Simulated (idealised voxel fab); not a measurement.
process module | voxel quadruple lines
cross-section cut | 300 nm wide | cells 5 nm
A cross-section is a grid of square cells, given in bands from the top down. A band is one or more rows of cells.
Each band's line starts with the height of the band's top and of its bottom, in nm. Then come its materials from left to right, each with its width in nm. One material with "throughout" fills the band from edge to edge. "air" is empty space.
Height 0 is the level under which the wafer as received is all one material. The lowest band goes on downwards, as in "0 down".
A width such as "30 to 40" changes by the same amount from each row of cells to the next, from the band's top row to its bottom row.
"no change" after a step means that no cell of the cross-section changed.
closed voids: empty space of 8 cells or more with no open way to the top, each as width x height at its distance from the left edge, in nm
after a step's settings: what the simulator itself notes on the step
overlay nm, on a step with a mask: how far to the right of its planned place the mask lay; to the left if negative
plan
1 op RECEIVE | material Si
2 op CONFORMAL_DEP | material Al2O3 | thk nm 5
3 op DIRECTIONAL_DEP | material TiN | thk nm 10
4 op DIRECTIONAL_DEP | material polySi | thk nm 15
5 op DIRECTIONAL_DEP | material aC | thk nm 25
6 op PATTERN | tone cover | mask id MANDREL | material resist | width nm 35 | pitch nm 100 | thk nm 30 | overlay nm 0
7 op DIRECTIONAL_ETCH | etch materials aC | depth nm 25
8 op STRIP | etch materials resist
9 op CONFORMAL_DEP | material SiO2 | thk nm 15
10 op DIRECTIONAL_ETCH | etch materials SiO2 | depth nm 15
11 op STRIP | etch materials aC
12 op DIRECTIONAL_ETCH | etch materials polySi | depth nm 15
13 op STRIP | etch materials SiO2
14 op CONFORMAL_DEP | material SiCN | thk nm 10
15 op DIRECTIONAL_ETCH | etch materials SiCN | depth nm 5
16 op STRIP | etch materials polySi
17 op DIRECTIONAL_ETCH | etch materials TiN | depth nm 10
18 op STRIP | etch materials SiCN
varied across the wafers: depth nm of step 15. The plan shows the first wafer's value. All wafers start alike
first wafer as received, after step 1
  0 down: Si throughout
  closed voids: none
first wafer at the end, after step 18
  30 to 15: air 65 | polySi 15 | air 35 | polySi 15 | air 35 | polySi 15 | air 35 | polySi 15 | air 70
  15 to 5: TiN throughout
  5 to 0: Al2O3 throughout
  0 down: Si throughout
  closed voids: none
last wafer at the end
  5 to 0: Al2O3 throughout
  0 down: Si throughout
  closed voids: none
each wafer at the end: cells of each material gained (+) or lost (-) since it was received, then its closed voids
depth nm 5 | +60 Al2O3 | +120 TiN | +36 polySi | closed voids: none
depth nm 10 | +60 Al2O3 | +32 TiN | closed voids: none
depth nm 15 | +60 Al2O3 | +32 TiN | closed voids: none
depth nm 20 | +60 Al2O3 | +32 TiN | closed voids: none
depth nm 25 | +60 Al2O3 | closed voids: none
